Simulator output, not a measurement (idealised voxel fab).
Proc. module: voxel transistor to metal
Cross-sectional view cut (width: 200 nm; square cell size: 5 nm).
Just so we're on the same page, the cross-sections are grids of square cells, and they're listed out in bands top to bottom, each band one or more rows deep. Heads up on the band format: heights come first, top then bottom, in nm. After that it's the materials left to right, each with its width in nm. A single material flagged "edge to edge" fills the whole band edge to edge, and "blank" means there's empty space there. Ref level 0: as-received wafer is one material below here. Bottom band extends down with no lower bound ("0 nm and below"). Per-row width for "30..40": begins at first number (top row of band), ends at second number (bottom row), increment between rows held constant. Step note "all unchanged" = no cross-section cell changed. The entry "Sealed internal cavities" lists the empty spaces that cover at least 8 cells and have no open path to the top. Each is written as width x height at distance, where the distance is measured from the left edge and all three values are in nm. What comes after the settings on a step's line is commentary from the simulator itself on that step. "overlay nm" denotes, for a step that has a mask, the displacement of the mask to the right of its planned place, with negative values corresponding to the left. Quick note on how to read the rest: it's all pairs. You get the cross-section before a process step and the one after, but the after one only goes down as far as the lowest band that changed. The step in between, with its settings, sits under the pair. Heads up, the pairs can come from different runs of this module on the same starting wafer, so don't assume a pair picks up from the one above unless its "State before" entry says it does.
## State before
* 0 nm and below | Si edge to edge
* Sealed internal cavities: none
## after
* 5 nm to 0 nm | SiO2 edge to edge
* Everything under 0 stays put, no change at all.
* Sealed internal cavities: none
What was done to get from the before section above to the after section? CONFORMAL_DEP, material SiO2, thk nm 5
State before: This step starts from the configuration shown after the step in the pair immediately above.
## after
* 20 nm to 5 nm | SiN edge to edge
* Everything under 5 stays put, no change at all.
* Sealed internal cavities: none
What was done to get from the before section above to the after section? CONFORMAL_DEP, material SiN, thk nm 15
State before: This step starts from the configuration shown after the step in the pair immediately above.
## after
* 35 nm to 20 nm | blank: 50, then resist: 100, then blank: 50
* Everything under 20 stays put, no change at all.
* Sealed internal cavities: none
What was done to get from the before section above to the after section? PATTERN, tone cover, mask id ACTIVE, material resist, width nm 100, thk nm 15, overlay nm 0
State before: This step starts from the configuration shown after the step in the pair immediately above.
## after
* 35 nm to 20 nm | blank: 50, then resist: 100, then blank: 50
* 20 nm to 5 nm | blank: 50, then SiN: 100, then blank: 50
* Everything under 5 stays put, no change at all.
* Sealed internal cavities: none
What was done to get from the before section above to the after section? DIRECTIONAL_ETCH, etch materials SiN, depth nm 15
State before: This step starts from the configuration shown after the step in the pair immediately above.
## after
* 35 nm to 20 nm | blank: 50, then resist: 100, then blank: 50
* 20 nm to 5 nm | blank: 50, then SiN: 100, then blank: 50
* 5 nm to 0 nm | blank: 50, then SiO2: 100, then blank: 50
* Everything under 0 stays put, no change at all.
* Sealed internal cavities: none
What was done to get from the before section above to the after section? DIRECTIONAL_ETCH, etch materials SiO2, depth nm 5
State before: This step starts from the configuration shown after the step in the pair immediately above.
## after
* 35 nm to 20 nm | blank: 50, then resist: 100, then blank: 50
* 20 nm to 5 nm | blank: 50, then SiN: 100, then blank: 50
* 5 nm to 0 nm | blank: 50, then SiO2: 100, then blank: 50
* 0 nm to -30 nm | blank: 50, then Si: 100, then blank: 50
* Everything under -30 stays put, no change at all.
* Sealed internal cavities: none
What was done to get from the before section above to the after section? DIRECTIONAL_ETCH, etch materials Si, depth nm 30
State before: This step starts from the configuration shown after the step in the pair immediately above.
## after
* 20 nm to 5 nm | blank: 50, then SiN: 100, then blank: 50
* Everything under 5 stays put, no change at all.
* Sealed internal cavities: none
What was done to get from the before section above to the after section? STRIP, etch materials resist
State before: This step starts from the configuration shown after the step in the pair immediately above.
## after
* 20 nm to 5 nm | blank: 50, then SiN: 100, then blank: 50
* 5 nm to 0 nm | blank: 50, then SiO2: 100, then blank: 50
* 0 nm to -30 nm | blank: 50, then SiO2: 5, then Si: 90, then SiO2: 5, then blank: 50
* -30 nm to -35 nm | SiO2: 55, then Si: 90, then SiO2: 55
* Everything under -35 stays put, no change at all.
* Sealed internal cavities: none
What was done to get from the before section above to the after section? OXIDIZE, depth nm 5
State before: This step starts from the configuration shown after the step in the pair immediately above.
## after
* 25 nm to 20 nm | SiO2 edge to edge
* 20 nm to 5 nm | SiO2: 50, then SiN: 100, then SiO2: 50
* 5 nm to 0 nm | SiO2 edge to edge
* 0 nm to -35 nm | SiO2: 55, then Si: 90, then SiO2: 55
* Everything under -35 stays put, no change at all.
* Sealed internal cavities: none
What was done to get from the before section above to the after section? FILL_DEP, material SiO2, thk nm 5
State before: This step starts from the configuration shown after the step in the pair immediately above.
## after
* 20 nm to 5 nm | SiO2: 50, then SiN: 100, then SiO2: 50
* Everything under 5 stays put, no change at all.
* Sealed internal cavities: none
What was done to get from the before section above to the after section? CMP, height nm 20
State before: This step starts from the configuration shown after the step in the pair immediately above.
## after
* 20 nm to 5 nm | blank: 50, then SiN: 100, then blank: 50
* Everything under 5 stays put, no change at all.
* Sealed internal cavities: none
What was done to get from the before section above to the after section? SELECTIVE_ETCH, etch materials SiO2, depth nm 15
State before: This step starts from the configuration shown after the step in the pair immediately above.
## after
* 5 nm to 0 nm | SiO2 edge to edge
* Everything under 0 stays put, no change at all.
* Sealed internal cavities: none
What was done to get from the before section above to the after section? STRIP, etch materials SiN
State before: This step starts from the configuration shown after the step in the pair immediately above.
## after
* 0 nm to -35 nm | SiO2: 55, then Si: 90, then SiO2: 55
* Everything under -35 stays put, no change at all.
* Sealed internal cavities: none
What was done to get from the before section above to the after section? SELECTIVE_ETCH, etch materials SiO2, depth nm 5
State before: This step starts from the configuration shown after the step in the pair immediately above.
## after
* 0 nm to -5 nm | SiO2 edge to edge
* Everything under -5 stays put, no change at all.
* Sealed internal cavities: none
What was done to get from the before section above to the after section? OXIDIZE, depth nm 5
State before: This step starts from the configuration shown after the step in the pair immediately above.
## after
* 20 nm to 0 nm | polySi edge to edge
* Everything under 0 stays put, no change at all.
* Sealed internal cavities: none
What was done to get from the before section above to the after section? DIRECTIONAL_DEP, material polySi, thk nm 20
State before: This step starts from the configuration shown after the step in the pair immediately above.
## after
* 35 nm to 20 nm | SiCN edge to edge
* Everything under 20 stays put, no change at all.
* Sealed internal cavities: none
What was done to get from the before section above to the after section? DIRECTIONAL_DEP, material SiCN, thk nm 15
State before: This step starts from the configuration shown after the step in the pair immediately above.
## after
* 55 nm to 35 nm | blank: 90, then resist: 20, then blank: 90
* Everything under 35 stays put, no change at all.
* Sealed internal cavities: none
What was done to get from the before section above to the after section? PATTERN, tone cover, mask id GATE, material resist, width nm 20, thk nm 20, overlay nm 0
State before: This step starts from the configuration shown after the step in the pair immediately above.
## after
* 55 nm to 35 nm | blank: 90, then resist: 20, then blank: 90
* 35 nm to 20 nm | blank: 90, then SiCN: 20, then blank: 90
* Everything under 20 stays put, no change at all.
* Sealed internal cavities: none
What was done to get from the before section above to the after section? DIRECTIONAL_ETCH, etch materials SiCN, depth nm 25
State before: This step starts from the configuration shown after the step in the pair immediately above.
## after
* 55 nm to 35 nm | blank: 90, then resist: 20, then blank: 90
* 35 nm to 20 nm | blank: 90, then SiCN: 20, then blank: 90
* 20 nm to 0 nm | blank: 90, then polySi: 20, then blank: 90
* Everything under 0 stays put, no change at all.
* Sealed internal cavities: none
What was done to get from the before section above to the after section? DIRECTIONAL_ETCH, etch materials polySi, depth nm 30
State before: This step starts from the configuration shown after the step in the pair immediately above.
## after
* 35 nm to 20 nm | blank: 90, then SiCN: 20, then blank: 90
* Everything under 20 stays put, no change at all.
* Sealed internal cavities: none
What was done to get from the before section above to the after section? STRIP, etch materials resist
State before: This step starts from the configuration shown after the step in the pair immediately above.
## after
* 40 nm to 35 nm | blank: 85, then SiO2: 30, then blank: 85
* 35 nm to 20 nm | blank: 85, then SiO2: 5, then SiCN: 20, then SiO2: 5, then blank: 85
* 20 nm to 5 nm | blank: 85, then SiO2: 5, then polySi: 20, then SiO2: 5, then blank: 85
* 5 nm to 0 nm | SiO2: 90, then polySi: 20, then SiO2: 90
* Everything under 0 stays put, no change at all.
* Sealed internal cavities: none
What was done to get from the before section above to the after section? CONFORMAL_DEP, material SiO2, thk nm 5
State before: This step starts from the configuration shown after the step in the pair immediately above.
## after
* 35 nm to 20 nm | blank: 85, then SiO2: 5, then SiCN: 20, then SiO2: 5, then blank: 85
* 20 nm to 0 nm | blank: 85, then SiO2: 5, then polySi: 20, then SiO2: 5, then blank: 85
* Everything under 0 stays put, no change at all.
* Sealed internal cavities: none
What was done to get from the before section above to the after section? DIRECTIONAL_ETCH, etch materials SiO2, depth nm 5
State before: This step starts from the configuration shown after the step in the pair immediately above.
## after
* 40 nm to 35 nm | blank: 80, then SiN: 40, then blank: 80
* 35 nm to 20 nm | blank: 80, then SiN: 5, then SiO2: 5, then SiCN: 20, then SiO2: 5, then SiN: 5, then blank: 80
* 20 nm to 5 nm | blank: 80, then SiN: 5, then SiO2: 5, then polySi: 20, then SiO2: 5, then SiN: 5, then blank: 80
* 5 nm to 0 nm | SiN: 85, then SiO2: 5, then polySi: 20, then SiO2: 5, then SiN: 85
* Everything under 0 stays put, no change at all.
* Sealed internal cavities: none
What was done to get from the before section above to the after section? CONFORMAL_DEP, material SiN, thk nm 5
State before: This step starts from the configuration shown after the step in the pair immediately above.
## after
* 35 nm to 20 nm | blank: 80, then SiN: 5, then SiO2: 5, then SiCN: 20, then SiO2: 5, then SiN: 5, then blank: 80
* 20 nm to 0 nm | blank: 80, then SiN: 5, then SiO2: 5, then polySi: 20, then SiO2: 5, then SiN: 5, then blank: 80
* Everything under 0 stays put, no change at all.
* Sealed internal cavities: none
What was done to get from the before section above to the after section? DIRECTIONAL_ETCH, etch materials SiN, depth nm 5
State before: This step starts from the configuration shown after the step in the pair immediately above.
## after
* 35 nm to 30 nm | blank: 80, then SiN: 5, then blank: 5, then SiCN: 20, then blank: 5, then SiN: 5, then blank: 80
* 30 nm to 20 nm | blank: 80, then SiN: 5, then SiO2: 5, then SiCN: 20, then SiO2: 5, then SiN: 5, then blank: 80
* 20 nm to 0 nm | blank: 80, then SiN: 5, then SiO2: 5, then polySi: 20, then SiO2: 5, then SiN: 5, then blank: 80
* 0 nm to -5 nm | blank: 80, then SiO2: 40, then blank: 80
* Everything under -5 stays put, no change at all.
* Sealed internal cavities: none
What was done to get from the before section above to the after section? DIRECTIONAL_ETCH, etch materials SiO2, depth nm 5
State before: This step starts from the configuration shown after the step in the pair immediately above.
## after
* 35 nm to 30 nm | blank: 80, then SiN: 5, then blank: 5, then SiCN: 20, then blank: 5, then SiN: 5, then blank: 80
* 30 nm to 20 nm | blank: 80, then SiN: 5, then SiO2: 5, then SiCN: 20, then SiO2: 5, then SiN: 5, then blank: 80
* 20 nm to 0 nm | blank: 80, then SiN: 5, then SiO2: 5, then polySi: 20, then SiO2: 5, then SiN: 5, then blank: 80
* 0 nm to -5 nm | blank: 80, then SiO2: 40, then blank: 80
* -5 nm to -15 nm | SiO2: 55, then blank: 25, then Si: 40, then blank: 25, then SiO2: 55
* Everything under -15 stays put, no change at all.
* Sealed internal cavities: none
What was done to get from the before section above to the after section? DIRECTIONAL_ETCH, etch materials Si, depth nm 10
State before: This step starts from the configuration shown after the step in the pair immediately above.
## after
* 35 nm to 30 nm | blank: 80, then SiN: 5, then blank: 5, then SiCN: 20, then blank: 5, then SiN: 5, then blank: 80
* 30 nm to 20 nm | blank: 80, then SiN: 5, then SiO2: 5, then SiCN: 20, then SiO2: 5, then SiN: 5, then blank: 80
* 20 nm to 10 nm | blank: 80, then SiN: 5, then SiO2: 5, then polySi: 20, then SiO2: 5, then SiN: 5, then blank: 80
* 10 nm to 0 nm | blank: 65, then pSi: 15, then SiN: 5, then SiO2: 5, then polySi: 20, then SiO2: 5, then SiN: 5, then pSi: 15, then blank: 65
* 0 nm to -5 nm | blank: 50, then pSi: 30, then SiO2: 40, then pSi: 30, then blank: 50
* -5 nm to -15 nm | SiO2: 55, then pSi: 25, then Si: 40, then pSi: 25, then SiO2: 55
* Everything under -15 stays put, no change at all.
* Sealed internal cavities: none
What was done to get from the before section above to the after section? EPI, material pSi, thk nm 15
State before: This step starts from the configuration shown after the step in the pair immediately above.
## after
* 40 nm to 35 nm | SiO2 edge to edge
* 35 nm to 20 nm | SiO2: 80, then SiN: 5, then SiO2: 5, then SiCN: 20, then SiO2: 5, then SiN: 5, then SiO2: 80
* 20 nm to 10 nm | SiO2: 80, then SiN: 5, then SiO2: 5, then polySi: 20, then SiO2: 5, then SiN: 5, then SiO2: 80
* 10 nm to 0 nm | SiO2: 65, then pSi: 15, then SiN: 5, then SiO2: 5, then polySi: 20, then SiO2: 5, then SiN: 5, then pSi: 15, then SiO2: 65
* 0 nm to -5 nm | SiO2: 50, then pSi: 30, then SiO2: 40, then pSi: 30, then SiO2: 50
* Everything under -5 stays put, no change at all.
* Sealed internal cavities: none
What was done to get from the before section above to the after section? FILL_DEP, material SiO2, thk nm 5
State before: This step starts from the configuration shown after the step in the pair immediately above.
## after
* 35 nm to 20 nm | SiO2: 80, then SiN: 5, then SiO2: 5, then SiCN: 20, then SiO2: 5, then SiN: 5, then SiO2: 80
* Everything under 20 stays put, no change at all.
* Sealed internal cavities: none
What was done to get from the before section above to the after section? CMP, height nm 35
State before: This step starts from the configuration shown after the step in the pair immediately above.
## after
* 45 nm to 35 nm | SiO2 edge to edge
* Everything under 35 stays put, no change at all.
* Sealed internal cavities: none
What was done to get from the before section above to the after section? DIRECTIONAL_DEP, material SiO2, thk nm 10
State before: This step starts from the configuration shown after the step in the pair immediately above.
## after
* 60 nm to 45 nm | aC edge to edge
* Everything under 45 stays put, no change at all.
* Sealed internal cavities: none
What was done to get from the before section above to the after section? DIRECTIONAL_DEP, material aC, thk nm 15
State before: This step starts from the configuration shown after the step in the pair immediately above.
## after
* 90 nm to 60 nm | resist: 55, then blank: 30, then resist: 30, then blank: 30, then resist: 55
* Everything under 60 stays put, no change at all.
* Sealed internal cavities: none
What was done to get from the before section above to the after section? PATTERN, tone open, mask id CONTACT, material resist, width nm 30, pitch nm 60, thk nm 30, overlay nm 0
State before: This step starts from the configuration shown after the step in the pair immediately above.
## after
* 75 nm to 60 nm | resist: 55, then blank: 30, then resist: 30, then blank: 30, then resist: 55
* 60 nm to 45 nm | aC: 55, then blank: 30, then aC: 30, then blank: 30, then aC: 55
* Everything under 45 stays put, no change at all.
* Sealed internal cavities: none
What was done to get from the before section above to the after section? DIRECTIONAL_ETCH, etch materials aC, depth nm 15
State before: This step starts from the configuration shown after the step in the pair immediately above.
## after
* 60 nm to 45 nm | aC: 55, then blank: 30, then aC: 30, then blank: 30, then aC: 55
* Everything under 45 stays put, no change at all.
* Sealed internal cavities: none
What was done to get from the before section above to the after section? STRIP, etch materials resist
State before: This step starts from the configuration shown after the step in the pair immediately above.
## after
* 60 nm to 45 nm | aC: 55, then blank: 30, then aC: 30, then blank: 30, then aC: 55
* 45 nm to 35 nm | SiO2: 55, then blank: 30, then SiO2: 30, then blank: 30, then SiO2: 55
* 35 nm to 20 nm | SiO2: 55, then blank: 25, then SiN: 5, then SiO2: 5, then SiCN: 20, then SiO2: 5, then SiN: 5, then blank: 25, then SiO2: 55
* 20 nm to 10 nm | SiO2: 55, then blank: 25, then SiN: 5, then SiO2: 5, then polySi: 20, then SiO2: 5, then SiN: 5, then blank: 25, then SiO2: 55
* 10 nm to 0 nm | SiO2: 55, then blank: 10, then pSi: 15, then SiN: 5, then SiO2: 5, then polySi: 20, then SiO2: 5, then SiN: 5, then pSi: 15, then blank: 10, then SiO2: 55
* Everything under 0 stays put, no change at all.
* Sealed internal cavities: none
What was done to get from the before section above to the after section? DIRECTIONAL_ETCH, etch materials SiO2, depth nm 45
State before: This step starts from the configuration shown after the step in the pair immediately above.
## after
* 45 nm to 35 nm | SiO2: 55, then blank: 30, then SiO2: 30, then blank: 30, then SiO2: 55
* Everything under 35 stays put, no change at all.
* Sealed internal cavities: none
What was done to get from the before section above to the after section? STRIP, etch materials aC
State before: This step starts from the configuration shown after the step in the pair immediately above.
## after
* 50 nm to 45 nm | TiN: 60, then blank: 20, then TiN: 40, then blank: 20, then TiN: 60
* 45 nm to 35 nm | SiO2: 55, then TiN: 5, then blank: 20..15, then TiN: 5..10, then SiO2: 30, then TiN: 5..10, then blank: 20..15, then TiN: 5, then SiO2: 55
* 35 nm to 20 nm | SiO2: 55, then TiN: 5, then blank: 15, then TiN: 5, then SiN: 5, then SiO2: 5, then SiCN: 20, then SiO2: 5, then SiN: 5, then TiN: 5, then blank: 15, then TiN: 5, then SiO2: 55
* 20 nm to 15 nm | SiO2: 55, then TiN: 5, then blank: 15, then TiN: 5, then SiN: 5, then SiO2: 5, then polySi: 20, then SiO2: 5, then SiN: 5, then TiN: 5, then blank: 15, then TiN: 5, then SiO2: 55
* 15 nm to 10 nm | SiO2: 55, then TiN: 25, then SiN: 5, then SiO2: 5, then polySi: 20, then SiO2: 5, then SiN: 5, then TiN: 25, then SiO2: 55
* 10 nm to 0 nm | SiO2: 55, then TiN: 10, then pSi: 15, then SiN: 5, then SiO2: 5, then polySi: 20, then SiO2: 5, then SiN: 5, then pSi: 15, then TiN: 10, then SiO2: 55
* Everything under 0 stays put, no change at all.
* Sealed internal cavities: none
What was done to get from the before section above to the after section? CONFORMAL_DEP, material TiN, thk nm 5
State before: This step starts from the configuration shown after the step in the pair immediately above.
## after
* 60 nm to 50 nm | Ru edge to edge
* 50 nm to 45 nm | TiN: 60, then Ru: 20, then TiN: 40, then Ru: 20, then TiN: 60
* 45 nm to 35 nm | SiO2: 55, then TiN: 5, then Ru: 20..15, then TiN: 5..10, then SiO2: 30, then TiN: 5..10, then Ru: 20..15, then TiN: 5, then SiO2: 55
* 35 nm to 20 nm | SiO2: 55, then TiN: 5, then Ru: 15, then TiN: 5, then SiN: 5, then SiO2: 5, then SiCN: 20, then SiO2: 5, then SiN: 5, then TiN: 5, then Ru: 15, then TiN: 5, then SiO2: 55
* 20 nm to 15 nm | SiO2: 55, then TiN: 5, then Ru: 15, then TiN: 5, then SiN: 5, then SiO2: 5, then polySi: 20, then SiO2: 5, then SiN: 5, then TiN: 5, then Ru: 15, then TiN: 5, then SiO2: 55
* Everything under 15 stays put, no change at all.
* Sealed internal cavities: none
What was done to get from the before section above to the after section? FILL_DEP, material Ru, thk nm 10
State before: This step starts from the configuration shown after the step in the pair immediately above.
## after
* 45 nm to 35 nm | SiO2: 55, then TiN: 5, then Ru: 20..15, then TiN: 5..10, then SiO2: 30, then TiN: 5..10, then Ru: 20..15, then TiN: 5, then SiO2: 55
* Everything under 35 stays put, no change at all.
* Sealed internal cavities: none
What was done to get from the before section above to the after section? CMP, height nm 45
State before: This step starts from the configuration shown after the step in the pair immediately above.
## after
* 50 nm to 45 nm | TiN edge to edge
* Everything under 45 stays put, no change at all.
* Sealed internal cavities: none
What was done to get from the before section above to the after section? DIRECTIONAL_DEP, material TiN, thk nm 5
State before: This step starts from the configuration shown after the step in the pair immediately above.
## after
* 65 nm to 50 nm | W edge to edge
* Everything under 50 stays put, no change at all.
* Sealed internal cavities: none
What was done to get from the before section above to the after section? DIRECTIONAL_DEP, material W, thk nm 15
State before: This step starts from the configuration shown after the step in the pair immediately above.
## after
* 80 nm to 65 nm | blank: 55, then resist: 20, then blank: 50, then resist: 20, then blank: 55
* Everything under 65 stays put, no change at all.
* Sealed internal cavities: none
What was done to get from the before section above to the after section? PATTERN, tone cover, mask id METAL_1, material resist, width nm 20, pitch nm 70, thk nm 15, overlay nm 0
State before: This step starts from the configuration shown after the step in the pair immediately above.
## after
* 80 nm to 65 nm | blank: 55, then resist: 20, then blank: 50, then resist: 20, then blank: 55
* 65 nm to 50 nm | blank: 55, then W: 20, then blank: 50, then W: 20, then blank: 55
* Everything under 50 stays put, no change at all.
* Sealed internal cavities: none
What was done to get from the before section above to the after section? DIRECTIONAL_ETCH, etch materials W, depth nm 15
State before: This step starts from the configuration shown after the step in the pair immediately above.
## after
* 80 nm to 65 nm | blank: 55, then resist: 20, then blank: 50, then resist: 20, then blank: 55
* 65 nm to 50 nm | blank: 55, then W: 20, then blank: 50, then W: 20, then blank: 55
* 50 nm to 45 nm | blank: 55, then TiN: 20, then blank: 50, then TiN: 20, then blank: 55
* Everything under 45 stays put, no change at all.
* Sealed internal cavities: none
What was done to get from the before section above to the after section? DIRECTIONAL_ETCH, etch materials TiN, depth nm 5
State before: This step starts from the configuration shown after the step in the pair immediately above.
## after
* 65 nm to 50 nm | blank: 55, then W: 20, then blank: 50, then W: 20, then blank: 55
* Everything under 50 stays put, no change at all.
* Sealed internal cavities: none
What was done to get from the before section above to the after section? STRIP, etch materials resist
State before: This step starts from the configuration shown after the step in the pair immediately above.
## after
* 70 nm to 65 nm | lowk edge to edge
* 65 nm to 50 nm | lowk: 55, then W: 20, then lowk: 50, then W: 20, then lowk: 55
* 50 nm to 45 nm | lowk: 55, then TiN: 20, then lowk: 50, then TiN: 20, then lowk: 55
* Everything under 45 stays put, no change at all.
* Sealed internal cavities: none
What was done to get from the before section above to the after section? FILL_DEP, material lowk, thk nm 5
State before: This step starts from the configuration shown after the step in the pair immediately above.
## after
* 65 nm to 50 nm | lowk: 55, then W: 20, then lowk: 50, then W: 20, then lowk: 55
* Everything under 50 stays put, no change at all.
* Sealed internal cavities: none
What was done to get from the before section above to the after section? CMP, height nm 65
State before: This step starts from the configuration shown after the step in the pair immediately above.
## after
* 70 nm to 65 nm | SiCN edge to edge
* Everything under 65 stays put, no change at all.
* Sealed internal cavities: none
What was done to get from the before section above to the after section? CONFORMAL_DEP, material SiCN, thk nm 5
State before: This step starts from the configuration shown after the step in the pair immediately above.
## after
* 100 nm to 70 nm | lowk edge to edge
* Everything under 70 stays put, no change at all.
* Sealed internal cavities: none
What was done to get from the before section above to the after section? DIRECTIONAL_DEP, material lowk, thk nm 30
State before: This step starts from the configuration shown after the step in the pair immediately above.
## after
* 100 nm to 70 nm | lowk: 55, then blank: 15, then lowk: 55, then blank: 15, then lowk: 60
* Everything under 70 stays put, no change at all.
* Sealed internal cavities: none
What was done to get from the before section above to the after section? MASKED_ETCH, tone open, mask id METAL_2_HOLES, width nm 15, pitch nm 70, etch materials lowk, depth nm 30, overlay nm 0
State before: This step starts from the configuration shown after the step in the pair immediately above.
## after
* 100 nm to 80 nm | lowk: 55, then blank: 20, then lowk: 50, then blank: 20, then lowk: 55
* Everything under 80 stays put, no change at all.
* Sealed internal cavities: none
What was done to get from the before section above to the after section? MASKED_ETCH, tone open, mask id METAL_2, width nm 20, pitch nm 70, etch materials lowk, depth nm 20, overlay nm 0
State before: This step starts from the configuration shown after the step in the pair immediately above.
## after
* 100 nm to 80 nm | lowk: 55, then blank: 20, then lowk: 50, then blank: 20, then lowk: 55
* 80 nm to 70 nm | lowk: 55, then blank: 15, then lowk: 55, then blank: 15, then lowk: 60
* 70 nm to 65 nm | SiCN: 55, then blank: 15, then SiCN: 55, then blank: 15, then SiCN: 60
* Everything under 65 stays put, no change at all.
* Sealed internal cavities: none
What was done to get from the before section above to the after section? MASKED_ETCH, tone open, mask id METAL_2, width nm 20, pitch nm 70, etch materials SiCN, depth nm 5, overlay nm 0
State before: This step starts from the configuration shown after the step in the pair immediately above.
## after
* 105 nm to 100 nm | TiN: 60, then blank: 10, then TiN: 60, then blank: 10, then TiN: 60
* 100 nm to 85 nm | lowk: 55, then TiN: 5, then blank: 10, then TiN: 5, then lowk: 50, then TiN: 5, then blank: 10, then TiN: 5, then lowk: 55
* 85 nm to 80 nm | lowk: 55, then TiN: 5, then blank: 5, then TiN: 10, then lowk: 50, then TiN: 5, then blank: 5, then TiN: 10, then lowk: 55
* 80 nm to 70 nm | lowk: 55, then TiN: 5, then blank: 5, then TiN: 5, then lowk: 55, then TiN: 5, then blank: 5, then TiN: 5, then lowk: 60
* 70 nm to 65 nm | SiCN: 55, then TiN: 15, then SiCN: 55, then TiN: 15, then SiCN: 60
* Everything under 65 stays put, no change at all.
* Sealed internal cavities: none
What was done to get from the before section above to the after section? CONFORMAL_DEP, material TiN, thk nm 5
State before: This step starts from the configuration shown after the step in the pair immediately above.
## after
* 110 nm to 105 nm | Ru edge to edge
* 105 nm to 100 nm | TiN: 60, then Ru: 10, then TiN: 60, then Ru: 10, then TiN: 60
* 100 nm to 85 nm | lowk: 55, then TiN: 5, then Ru: 10, then TiN: 5, then lowk: 50, then TiN: 5, then Ru: 10, then TiN: 5, then lowk: 55
* 85 nm to 80 nm | lowk: 55, then TiN: 5, then Ru: 5, then TiN: 10, then lowk: 50, then TiN: 5, then Ru: 5, then TiN: 10, then lowk: 55
* 80 nm to 70 nm | lowk: 55, then TiN: 5, then Ru: 5, then TiN: 5, then lowk: 55, then TiN: 5, then Ru: 5, then TiN: 5, then lowk: 60
* Everything under 70 stays put, no change at all.
* Sealed internal cavities: none
What was done to get from the before section above to the after section? FILL_DEP, material Ru, thk nm 5
State before: This step starts from the configuration shown after the step in the pair immediately above.
## after
* 100 nm to 85 nm | lowk: 55, then TiN: 5, then Ru: 10, then TiN: 5, then lowk: 50, then TiN: 5, then Ru: 10, then TiN: 5, then lowk: 55
* Everything under 85 stays put, no change at all.
* Sealed internal cavities: none
What was done to get from the before section above to the after section? CMP, height nm 100
State before: This step starts from the configuration shown after the step in the pair immediately above.
## after
* 105 nm to 100 nm | SiN edge to edge
* Everything under 100 stays put, no change at all.
* Sealed internal cavities: none
What was done to get from the before section above to the after section? CONFORMAL_DEP, material SiN, thk nm 5
## State before
* 35 nm to 20 nm | blank: 85, then SiO2: 5, then SiCN: 20, then SiO2: 5, then blank: 85
* 20 nm to 0 nm | blank: 85, then SiO2: 5, then polySi: 20, then SiO2: 5, then blank: 85
* 0 nm to -5 nm | SiO2 edge to edge
* -5 nm to -35 nm | SiO2: 55, then Si: 90, then SiO2: 55
* -35 nm and below | Si edge to edge
* Sealed internal cavities: none
## after
* 35 nm to 30 nm | blank: 90, then SiCN: 20, then blank: 90
* 30 nm to 20 nm | blank: 85, then SiO2: 5, then SiCN: 20, then SiO2: 5, then blank: 85
* 20 nm to 0 nm | blank: 85, then SiO2: 5, then polySi: 20, then SiO2: 5, then blank: 85
* 0 nm to -5 nm | blank: 85, then SiO2: 30, then blank: 85
* Everything under -5 stays put, no change at all.
* Sealed internal cavities: none
What was done to get from the before section above to the after section? DIRECTIONAL_ETCH, etch materials SiO2, depth nm 5
State before: This step starts from the configuration shown after the step in the pair immediately above.
## after
* 35 nm to 30 nm | blank: 90, then SiCN: 20, then blank: 90
* 30 nm to 20 nm | blank: 85, then SiO2: 5, then SiCN: 20, then SiO2: 5, then blank: 85
* 20 nm to 0 nm | blank: 85, then SiO2: 5, then polySi: 20, then SiO2: 5, then blank: 85
* 0 nm to -5 nm | blank: 85, then SiO2: 30, then blank: 85
* -5 nm to -15 nm | SiO2: 55, then blank: 30, then Si: 30, then blank: 30, then SiO2: 55
* Everything under -15 stays put, no change at all.
* Sealed internal cavities: none
What was done to get from the before section above to the after section? DIRECTIONAL_ETCH, etch materials Si, depth nm 10
State before: This step starts from the configuration shown after the step in the pair immediately above.
## after
* 35 nm to 30 nm | blank: 90, then SiCN: 20, then blank: 90
* 30 nm to 20 nm | blank: 85, then SiO2: 5, then SiCN: 20, then SiO2: 5, then blank: 85
* 20 nm to 10 nm | blank: 85, then SiO2: 5, then polySi: 20, then SiO2: 5, then blank: 85
* 10 nm to 0 nm | blank: 70, then pSi: 15, then SiO2: 5, then polySi: 20, then SiO2: 5, then pSi: 15, then blank: 70
* 0 nm to -5 nm | blank: 50, then pSi: 35, then SiO2: 30, then pSi: 35, then blank: 50
* -5 nm to -15 nm | SiO2: 55, then pSi: 30, then Si: 30, then pSi: 30, then SiO2: 55
* Everything under -15 stays put, no change at all.
* Sealed internal cavities: none
What was done to get from the before section above to the after section? EPI, material pSi, thk nm 15
State before: This step starts from the configuration shown after the step in the pair immediately above.
## after
* 40 nm to 35 nm | SiO2 edge to edge
* 35 nm to 20 nm | SiO2: 90, then SiCN: 20, then SiO2: 90
* 20 nm to 10 nm | SiO2: 90, then polySi: 20, then SiO2: 90
* 10 nm to 0 nm | SiO2: 70, then pSi: 15, then SiO2: 5, then polySi: 20, then SiO2: 5, then pSi: 15, then SiO2: 70
* 0 nm to -5 nm | SiO2: 50, then pSi: 35, then SiO2: 30, then pSi: 35, then SiO2: 50
* Everything under -5 stays put, no change at all.
* Sealed internal cavities: none
What was done to get from the before section above to the after section? FILL_DEP, material SiO2, thk nm 5
State before: This step starts from the configuration shown after the step in the pair immediately above.
## after
* 35 nm to 20 nm | SiO2: 90, then SiCN: 20, then SiO2: 90
* Everything under 20 stays put, no change at all.
* Sealed internal cavities: none
What was done to get from the before section above to the after section? CMP, height nm 35
State before: This step starts from the configuration shown after the step in the pair immediately above.
## after
* 45 nm to 35 nm | SiO2 edge to edge
* Everything under 35 stays put, no change at all.
* Sealed internal cavities: none
What was done to get from the before section above to the after section? DIRECTIONAL_DEP, material SiO2, thk nm 10
State before: This step starts from the configuration shown after the step in the pair immediately above.
## after
* 60 nm to 45 nm | aC edge to edge
* Everything under 45 stays put, no change at all.
* Sealed internal cavities: none
What was done to get from the before section above to the after section? DIRECTIONAL_DEP, material aC, thk nm 15
State before: This step starts from the configuration shown after the step in the pair immediately above.
## after
* 90 nm to 60 nm | resist: 55, then blank: 30, then resist: 30, then blank: 30, then resist: 55
* Everything under 60 stays put, no change at all.
* Sealed internal cavities: none
What was done to get from the before section above to the after section? PATTERN, tone open, mask id CONTACT, material resist, width nm 30, pitch nm 60, thk nm 30, overlay nm 0
State before: This step starts from the configuration shown after the step in the pair immediately above.
## after
* 75 nm to 60 nm | resist: 55, then blank: 30, then resist: 30, then blank: 30, then resist: 55
* 60 nm to 45 nm | aC: 55, then blank: 30, then aC: 30, then blank: 30, then aC: 55
* Everything under 45 stays put, no change at all.
* Sealed internal cavities: none
What was done to get from the before section above to the after section? DIRECTIONAL_ETCH, etch materials aC, depth nm 15
State before: This step starts from the configuration shown after the step in the pair immediately above.
## after
* 60 nm to 45 nm | aC: 55, then blank: 30, then aC: 30, then blank: 30, then aC: 55
* Everything under 45 stays put, no change at all.
* Sealed internal cavities: none
What was done to get from the before section above to the after section? STRIP, etch materials resist
